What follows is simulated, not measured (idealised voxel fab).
Process module under the name voxel spacer lines
150 nm wide, 5 nm square cells: that's cross-section cut.
A cross-section is a grid of square cells, given in bands from the top down. A band is one or more rows of cells.
Within each band entry, the heights of the top and of the bottom of the band appear first, in that order and in nm; the materials of the band then follow from left to right, each with its corresponding width in nm. The designation "throughout" on a single material indicates that it fills the band from edge to edge; the designation "empty" indicates empty space.
The reference from which all heights are counted is 0, the level beneath which the as-received wafer is entirely one material; the lowest band, having no lower bound, proceeds downward and is written after the example "0 -> down".
You'd read "30->40" like this: the band's top row of cells is as wide as the first number, its bottom row is as wide as the second, and going down, every row changes width by the same amount as the row before did.
"no modifications" -> step changed no cross-section cell.
In the "closed voids" entry, you get each enclosed empty space of 8 cells or more, one with no open way to the top, written width x height at distance, distance from the left edge, in nm.
Post-settings text on a step line: simulator's own remark regarding the step.
Each step line may optionally specify "overlay nm", which for a step with a mask gives the rightward distance between the mask's planned place and where it lay, a negative value indicating the leftward direction.
## List of planned process steps
1: RECEIVE | material Si
2: CONFORMAL_DEP | material Al2O3 | thk nm 5
3: DIRECTIONAL_DEP | material W | thk nm 10
4: DIRECTIONAL_DEP | material polySi | thk nm 20
5: PATTERN | tone cover | mask id MANDREL | material resist | width nm 15 | pitch nm 50 | thk nm 25 | overlay nm 0
6: DIRECTIONAL_ETCH | etch materials polySi | depth nm 20
7: STRIP | etch materials resist
8: CONFORMAL_DEP | material SiN | thk nm 10
9: DIRECTIONAL_ETCH | etch materials SiN | depth nm 10
10: STRIP | etch materials polySi
11: DIRECTIONAL_ETCH | etch materials W | depth nm 10
12: STRIP | etch materials SiN
13: FILL_DEP | material SiO2 | thk nm 5
14: CMP | height nm 15
## So this is the incoming wafer in cross-section - it's already been through step 1
  0 -> down | Si throughout
  closed voids: none
## Here's the cross-section of the first of our two wafers at the end of the module - it ran as planned
  15 -> 5 | SiO2=30  W=10  SiO2=15  W=10  SiO2=15  W=10  SiO2=15  W=10  SiO2=35
  5 -> 0 | Al2O3 throughout
  0 -> down | Si throughout
  closed voids: none
## Cross-section at end of module for the second wafer of two, which matched the first in starting point and plan and differed by one mistake in its processing
  15 -> 10 | SiO2 throughout
  10 -> 5 | SiO2=30  W=10  SiO2=15  W=10  SiO2=15  W=10  SiO2=15  W=10  SiO2=35
  5 -> 0 | Al2O3 throughout
  0 -> down | Si throughout
  closed voids: none
In executing the process, a mistake was made relative to the plan: step 3 changed vs plan, executed as DIRECTIONAL_DEP | material W | thk nm 5
Upon completion, the second wafer contains, in terms of cells, a greater or smaller amount of certain materials than the first wafer: +8 SiO2, -8 W
